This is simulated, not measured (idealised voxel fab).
process module | voxel capacitor over wiring
cross-section cut | 140 nm wide | cells 5 nm
A cross-section is a grid of square cells, given in bands from the top down. A band is one or more rows of cells.
Each band's line starts with the height of the band's top and of its bottom, in nm. Then come its materials from left to right, each with its width in nm. One material with "throughout" fills the band from edge to edge. "air" is empty space.
Height 0 is the level under which the wafer as received is all one material. The lowest band goes on downwards, as in "0 down".
A width such as "30 to 40" changes by the same amount from each row of cells to the next, from the band's top row to its bottom row.
"no change" after a step means that no cell of the cross-section changed.
closed voids: empty space of 8 cells or more with no open way to the top, each as width x height at its distance from the left edge, in nm
after a step's settings: what the simulator itself notes on the step
overlay nm, on a step with a mask: how far to the right of its planned place the mask lay; to the left if negative
plan
1 op RECEIVE | material Si
2 op CONFORMAL_DEP | material SiO2 | thk nm 10
3 op CONFORMAL_DEP | material SiN | thk nm 5
4 op DIRECTIONAL_DEP | material lowk | thk nm 20
5 op MASKED_ETCH | tone open | mask id METAL_1 | width nm 20 | pitch nm 85 | etch materials lowk | depth nm 20 | overlay nm 0
6 op MASKED_ETCH | tone open | mask id METAL_1 | width nm 20 | pitch nm 85 | etch materials SiN | depth nm 5 | overlay nm 0
7 op CONFORMAL_DEP | material TiN | thk nm 5
8 op FILL_DEP | material Ru | thk nm 10
9 op CMP | height nm 35
10 op CONFORMAL_DEP | material SiCN | thk nm 5
11 op DIRECTIONAL_DEP | material SiO2 | thk nm 10
12 op MASKED_ETCH | tone open | mask id PLUG_1 | width nm 15 | etch materials SiO2 | depth nm 10 | overlay nm 0
13 op MASKED_ETCH | tone open | mask id PLUG_1 | width nm 15 | etch materials SiCN | depth nm 5 | overlay nm 0
14 op EPI | material Ru | thk nm 10
15 op EPI | material Ru | thk nm 5
16 op DIRECTIONAL_DEP | material TiN | thk nm 5
17 op DIRECTIONAL_DEP | material SiN | thk nm 5
18 op DIRECTIONAL_DEP | material TiN | thk nm 10
19 op DIRECTIONAL_DEP | material aC | thk nm 10
20 op PATTERN | tone cover | mask id UPPER_PLATE | material resist | width nm 70 | thk nm 30 | overlay nm 0
21 op DIRECTIONAL_ETCH | etch materials aC | depth nm 10
22 op STRIP | etch materials resist
23 op DIRECTIONAL_ETCH | etch materials TiN | depth nm 10
24 op DIRECTIONAL_ETCH | etch materials SiN | depth nm 5
25 op STRIP | etch materials aC
26 op DIRECTIONAL_DEP | material aC | thk nm 15
27 op PATTERN | tone cover | mask id LOWER_PLATE | material resist | width nm 80 | thk nm 35 | overlay nm 0
28 op DIRECTIONAL_ETCH | etch materials aC | depth nm 15
29 op STRIP | etch materials resist
30 op DIRECTIONAL_ETCH | etch materials TiN | depth nm 5
31 op STRIP | etch materials aC
32 op FILL_DEP | material SiO2 | thk nm 15
33 op CMP | height nm 80
34 op PATTERN | tone open | mask id PLUG_2 | material resist | width nm 15 | thk nm 15 | overlay nm 0
35 op DIRECTIONAL_ETCH | etch materials SiO2 | depth nm 10
36 op STRIP | etch materials resist
37 op CONFORMAL_DEP | material TiN | thk nm 5
38 op FILL_DEP | material Cu | thk nm 10
39 op CMP | height nm 80
40 op CONFORMAL_DEP | material SiN | thk nm 5
first wafer, as planned
as received, after step 1
  0 down: Si throughout
  closed voids: none
after step 2
  10 to 0: SiO2 throughout
  below 0: unchanged
after step 3
  15 to 10: SiN throughout
  below 10: unchanged
after step 4
  35 to 15: lowk throughout
  below 15: unchanged
after step 5
  35 to 15: lowk 15 | air 20 | lowk 65 | air 20 | lowk 20
  below 15: unchanged
after step 6
  35 to 15: lowk 15 | air 20 | lowk 65 | air 20 | lowk 20
  15 to 10: SiN 15 | air 20 | SiN 65 | air 20 | SiN 20
  below 10: unchanged
after step 7
  40 to 35: TiN 20 | air 10 | TiN 75 | air 10 | TiN 25
  35 to 15: lowk 15 | TiN 5 | air 10 | TiN 5 | lowk 65 | TiN 5 | air 10 | TiN 5 | lowk 20
  15 to 10: SiN 15 | TiN 20 | SiN 65 | TiN 20 | SiN 20
  below 10: unchanged
after step 8
  50 to 40: Ru throughout
  40 to 35: TiN 20 | Ru 10 | TiN 75 | Ru 10 | TiN 25
  35 to 15: lowk 15 | TiN 5 | Ru 10 | TiN 5 | lowk 65 | TiN 5 | Ru 10 | TiN 5 | lowk 20
  below 15: unchanged
after step 9
  35 to 15: lowk 15 | TiN 5 | Ru 10 | TiN 5 | lowk 65 | TiN 5 | Ru 10 | TiN 5 | lowk 20
  below 15: unchanged
after step 10
  40 to 35: SiCN throughout
  below 35: unchanged
after step 11
  50 to 40: SiO2 throughout
  below 40: unchanged
after step 12
  50 to 40: SiO2 20 | air 15 | SiO2 105
  below 40: unchanged
after step 13
  50 to 40: SiO2 20 | air 15 | SiO2 105
  40 to 35: SiCN 20 | air 15 | SiCN 105
  below 35: unchanged
after step 14
  50 to 45: SiO2 20 | air 15 | SiO2 105
  45 to 40: SiO2 20 | Ru 15 | SiO2 105
  40 to 35: SiCN 20 | Ru 15 | SiCN 105
  below 35: unchanged
after step 15
  50 to 40: SiO2 20 | Ru 15 | SiO2 105
  below 40: unchanged
after step 16
  55 to 50: TiN throughout
  below 50: unchanged
after step 17
  60 to 55: SiN throughout
  below 55: unchanged
after step 18
  70 to 60: TiN throughout
  below 60: unchanged
after step 19
  80 to 70: aC throughout
  below 70: unchanged
after step 20
  110 to 80: air 20 | resist 70 | air 50
  below 80: unchanged
after step 21
  100 to 80: air 20 | resist 70 | air 50
  80 to 70: air 20 | aC 70 | air 50
  below 70: unchanged
after step 22
  80 to 70: air 20 | aC 70 | air 50
  below 70: unchanged
after step 23
  80 to 70: air 20 | aC 70 | air 50
  70 to 60: air 20 | TiN 70 | air 50
  below 60: unchanged
after step 24
  80 to 70: air 20 | aC 70 | air 50
  70 to 60: air 20 | TiN 70 | air 50
  60 to 55: air 20 | SiN 70 | air 50
  below 55: unchanged
after step 25
  70 to 60: air 20 | TiN 70 | air 50
  below 60: unchanged
after step 26
  85 to 70: air 20 | aC 70 | air 50
  70 to 60: aC 20 | TiN 70 | aC 50
  60 to 55: aC 20 | SiN 70 | aC 50
  below 55: unchanged
after step 27
  120 to 85: air 15 | resist 80 | air 45
  85 to 70: air 15 | resist 5 | aC 70 | resist 5 | air 45
  below 70: unchanged
after step 28
  105 to 85: air 15 | resist 80 | air 45
  85 to 70: air 15 | resist 5 | aC 70 | resist 5 | air 45
  70 to 60: air 15 | aC 5 | TiN 70 | aC 5 | air 45
  60 to 55: air 15 | aC 5 | SiN 70 | aC 5 | air 45
  below 55: unchanged
after step 29
  85 to 70: air 20 | aC 70 | air 50
  below 70: unchanged
after step 30
  85 to 70: air 20 | aC 70 | air 50
  70 to 60: air 15 | aC 5 | TiN 70 | aC 5 | air 45
  60 to 55: air 15 | aC 5 | SiN 70 | aC 5 | air 45
  55 to 50: air 15 | TiN 80 | air 45
  below 50: unchanged
after step 31
  70 to 60: air 20 | TiN 70 | air 50
  60 to 55: air 20 | SiN 70 | air 50
  below 55: unchanged
after step 32
  85 to 70: SiO2 throughout
  70 to 60: SiO2 20 | TiN 70 | SiO2 50
  60 to 55: SiO2 20 | SiN 70 | SiO2 50
  55 to 50: SiO2 15 | TiN 80 | SiO2 45
  below 50: unchanged
after step 33
  80 to 70: SiO2 throughout
  below 70: unchanged
after step 34
  95 to 80: resist 30 | air 15 | resist 95
  below 80: unchanged
after step 35
  95 to 80: resist 30 | air 15 | resist 95
  80 to 70: SiO2 30 | air 15 | SiO2 95
  below 70: unchanged
after step 36
  80 to 70: SiO2 30 | air 15 | SiO2 95
  below 70: unchanged
after step 37
  85 to 80: TiN 35 | air 5 | TiN 100
  80 to 75: SiO2 30 | TiN 5 | air 5 | TiN 5 | SiO2 95
  75 to 70: SiO2 30 | TiN 15 | SiO2 95
  below 70: unchanged
after step 38
  95 to 85: Cu throughout
  85 to 80: TiN 35 | Cu 5 | TiN 100
  80 to 75: SiO2 30 | TiN 5 | Cu 5 | TiN 5 | SiO2 95
  below 75: unchanged
after step 39
  80 to 75: SiO2 30 | TiN 5 | Cu 5 | TiN 5 | SiO2 95
  below 75: unchanged
after step 40
  85 to 80: SiN throughout
  below 80: unchanged
second wafer: like start, like plan, one mistake. Through step 19 it matches the first wafer
when step 20 should have ended
  110 to 80: air 25 | resist 70 | air 45
  below 80: unchanged
when step 21 should have ended
  100 to 80: air 25 | resist 70 | air 45
  80 to 70: air 25 | aC 70 | air 45
  below 70: unchanged
when step 22 should have ended
  80 to 70: air 25 | aC 70 | air 45
  below 70: unchanged
when step 23 should have ended
  80 to 70: air 25 | aC 70 | air 45
  70 to 60: air 25 | TiN 70 | air 45
  below 60: unchanged
when step 24 should have ended
  80 to 70: air 25 | aC 70 | air 45
  70 to 60: air 25 | TiN 70 | air 45
  60 to 55: air 25 | SiN 70 | air 45
  below 55: unchanged
when step 25 should have ended
  70 to 60: air 25 | TiN 70 | air 45
  below 60: unchanged
when step 26 should have ended
  85 to 70: air 25 | aC 70 | air 45
  70 to 60: aC 25 | TiN 70 | aC 45
  60 to 55: aC 25 | SiN 70 | aC 45
  below 55: unchanged
when step 27 should have ended
  120 to 85: air 15 | resist 80 | air 45
  85 to 70: air 15 | resist 10 | aC 70 | air 45
  below 70: unchanged
when step 28 should have ended
  105 to 85: air 15 | resist 80 | air 45
  85 to 70: air 15 | resist 10 | aC 70 | air 45
  70 to 60: air 15 | aC 10 | TiN 70 | air 45
  60 to 55: air 15 | aC 10 | SiN 70 | air 45
  below 55: unchanged
when step 29 should have ended
  85 to 70: air 25 | aC 70 | air 45
  below 70: unchanged
when step 30 should have ended
  85 to 70: air 25 | aC 70 | air 45
  70 to 60: air 15 | aC 10 | TiN 70 | air 45
  60 to 55: air 15 | aC 10 | SiN 70 | air 45
  55 to 50: air 15 | TiN 80 | air 45
  below 50: unchanged
when step 31 should have ended
  70 to 60: air 25 | TiN 70 | air 45
  60 to 55: air 25 | SiN 70 | air 45
  below 55: unchanged
when step 32 should have ended
  85 to 70: SiO2 throughout
  70 to 60: SiO2 25 | TiN 70 | SiO2 45
  60 to 55: SiO2 25 | SiN 70 | SiO2 45
  55 to 50: SiO2 15 | TiN 80 | SiO2 45
  below 50: unchanged
when step 33 should have ended
  80 to 70: SiO2 throughout
  below 70: unchanged
when step 34 should have ended
  95 to 80: resist 30 | air 15 | resist 95
  below 80: unchanged
when step 35 should have ended
  95 to 80: resist 30 | air 15 | resist 95
  80 to 70: SiO2 30 | air 15 | SiO2 95
  below 70: unchanged
when step 36 should have ended
  80 to 70: SiO2 30 | air 15 | SiO2 95
  below 70: unchanged
when step 37 should have ended
  85 to 80: TiN 35 | air 5 | TiN 100
  80 to 75: SiO2 30 | TiN 5 | air 5 | TiN 5 | SiO2 95
  75 to 70: SiO2 30 | TiN 15 | SiO2 95
  below 70: unchanged
when step 38 should have ended
  95 to 85: Cu throughout
  85 to 80: TiN 35 | Cu 5 | TiN 100
  80 to 75: SiO2 30 | TiN 5 | Cu 5 | TiN 5 | SiO2 95
  below 75: unchanged
when step 39 should have ended
  80 to 75: SiO2 30 | TiN 5 | Cu 5 | TiN 5 | SiO2 95
  below 75: unchanged
when step 40 should have ended
  85 to 80: SiN throughout
  below 80: unchanged
what went wrong: step 20 ran as: op PATTERN | tone cover | mask id UPPER_PLATE | material resist | width nm 70 | thk nm 30 | overlay nm 5
at the end the second wafer has, in cells: as many of each material as the first, in other places
